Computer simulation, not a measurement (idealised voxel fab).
Process module under the name voxel self aligned vias
Cross-section cut: width 255 nm, square cells of 5 nm.
We lay out every cross-section as a grid of square cells and spell it out in bands from the top down, where one band means one or more rows of cells. Heads up on the band format: heights come first, top then bottom, in nm. After that it's the materials left to right, each with its width in nm. A single material flagged "edge to edge" fills the whole band edge to edge, and "blank" means there's empty space there. Where do heights start? At 0: under that level the wafer as delivered is made of one material only. And the lowest band has no floor; it just carries on downward, as in "0 nm and below". With a width like "30..40", each row of cells in the band differs from the next by the same amount, the top row carrying the first number and the bottom row the second. You'll sometimes find "no change occurred" written for a step, and that's the way of saying that nowhere in the cross-section did a cell change during that step. Empty spaces without an open route to the top, at least 8 cells in extent, make up the entry "Tabulated closed voids"; each is given as width x height at distance, where the distance is measured from the left edge, and all are in nm. What comes after the settings on a step's line is commentary from the simulator itself on that step. Each step line may optionally specify "overlay nm", which for a step with a mask gives the rightward distance between the mask's planned place and where it lay, a negative value indicating the leftward direction.
### The following list gives the planned process steps
1 RECEIVE: material Si
2 CONFORMAL_DEP: material SiO2, thk nm 15
3 CONFORMAL_DEP: material SiCN, thk nm 5
4 DIRECTIONAL_DEP: material SiO2, thk nm 20
5 PATTERN: tone open, mask id LINES, material resist, width nm 30, pitch nm 80, thk nm 20, overlay nm 0
6 DIRECTIONAL_ETCH: etch materials SiO2, depth nm 20
7 STRIP: etch materials resist
8 CONFORMAL_DEP: material TiN, thk nm 5
9 FILL_DEP: material W, thk nm 10
10 CMP: height nm 40
11 SELECTIVE_ETCH: etch materials W Ru TiN, depth nm 5
12 FILL_DEP: material SiN, thk nm 10
13 CMP: height nm 40
14 DIRECTIONAL_DEP: material SiO2, thk nm 20
15 DIRECTIONAL_DEP: material aC, thk nm 15
16 PATTERN: tone open, mask id VIAS, material resist, width nm 40, thk nm 30, overlay nm 0
17 DIRECTIONAL_ETCH: etch materials aC, depth nm 15
18 STRIP: etch materials resist
19 DIRECTIONAL_ETCH: etch materials SiO2, depth nm 20
20 DIRECTIONAL_ETCH: etch materials SiN, depth nm 5
21 STRIP: etch materials aC
22 CONFORMAL_DEP: material TiN, thk nm 5
23 FILL_DEP: material Cu, thk nm 5
24 CMP: height nm 60
25 CONFORMAL_DEP: material SiN, thk nm 5
Be aware that, although all wafers share a common starting state, the width nm at step 16 differs among them, and the plan displays the first wafer's value.
### The first of several wafers as received, shown in cross-section; this is its state after step 1
  0 nm and below | Si edge to edge
  Tabulated closed voids: none
### Here's the first of several wafers in cross-section, end of the module, after the last step, step 25
  65 nm to 60 nm | SiN edge to edge
  60 nm to 45 nm | 65 SiO2 / 5 TiN / 30 Cu / 5 TiN / 150 SiO2
  45 nm to 40 nm | 65 SiO2 / 10 TiN / 20 Cu / 10 TiN / 150 SiO2
  40 nm to 35 nm | 70 SiO2 / 30 TiN / 50 SiO2 / 30 SiN / 75 SiO2
  35 nm to 25 nm | 70 SiO2 / 5 TiN / 20 W / 5 TiN / 50 SiO2 / 5 TiN / 20 W / 5 TiN / 75 SiO2
  25 nm to 20 nm | 70 SiO2 / 30 TiN / 50 SiO2 / 30 TiN / 75 SiO2
  20 nm to 15 nm | SiCN edge to edge
  15 nm to 0 nm | SiO2 edge to edge
  0 nm and below | Si edge to edge
  Tabulated closed voids: none
### Sectional view of the last wafer upon completion of the module
  65 nm to 60 nm | SiN edge to edge
  60 nm to 45 nm | 55 SiO2 / 5 TiN / 55 Cu / 5 TiN / 135 SiO2
  45 nm to 40 nm | 55 SiO2 / 20 TiN / 20 Cu / 25 TiN / 135 SiO2
  40 nm to 35 nm | 70 SiO2 / 30 TiN / 50 SiO2 / 30 SiN / 75 SiO2
  35 nm to 25 nm | 70 SiO2 / 5 TiN / 20 W / 5 TiN / 50 SiO2 / 5 TiN / 20 W / 5 TiN / 75 SiO2
  25 nm to 20 nm | 70 SiO2 / 30 TiN / 50 SiO2 / 30 TiN / 75 SiO2
  20 nm to 15 nm | SiCN edge to edge
  15 nm to 0 nm | SiO2 edge to edge
  0 nm and below | Si edge to edge
  Tabulated closed voids: none
### The rows of the table below are wafers. Looking at the end of the module, a row counts, for every material, the cells the wafer has gained, shown as (+), or lost, shown as (-), since it was received; its closed voids come next
width nm 40; +22 Cu; +51 SiCN; +57 SiN; +481 SiO2; +36 TiN; +16 W; Tabulated closed voids: none
width nm 45; +25 Cu; +51 SiCN; +57 SiN; +477 SiO2; +37 TiN; +16 W; Tabulated closed voids: none
width nm 50; +28 Cu; +51 SiCN; +57 SiN; +473 SiO2; +38 TiN; +16 W; Tabulated closed voids: none
width nm 55; +31 Cu; +51 SiCN; +57 SiN; +469 SiO2; +39 TiN; +16 W; Tabulated closed voids: none
width nm 60; +34 Cu; +51 SiCN; +57 SiN; +465 SiO2; +40 TiN; +16 W; Tabulated closed voids: none
width nm 65; +37 Cu; +51 SiCN; +57 SiN; +461 SiO2; +41 TiN; +16 W; Tabulated closed voids: none
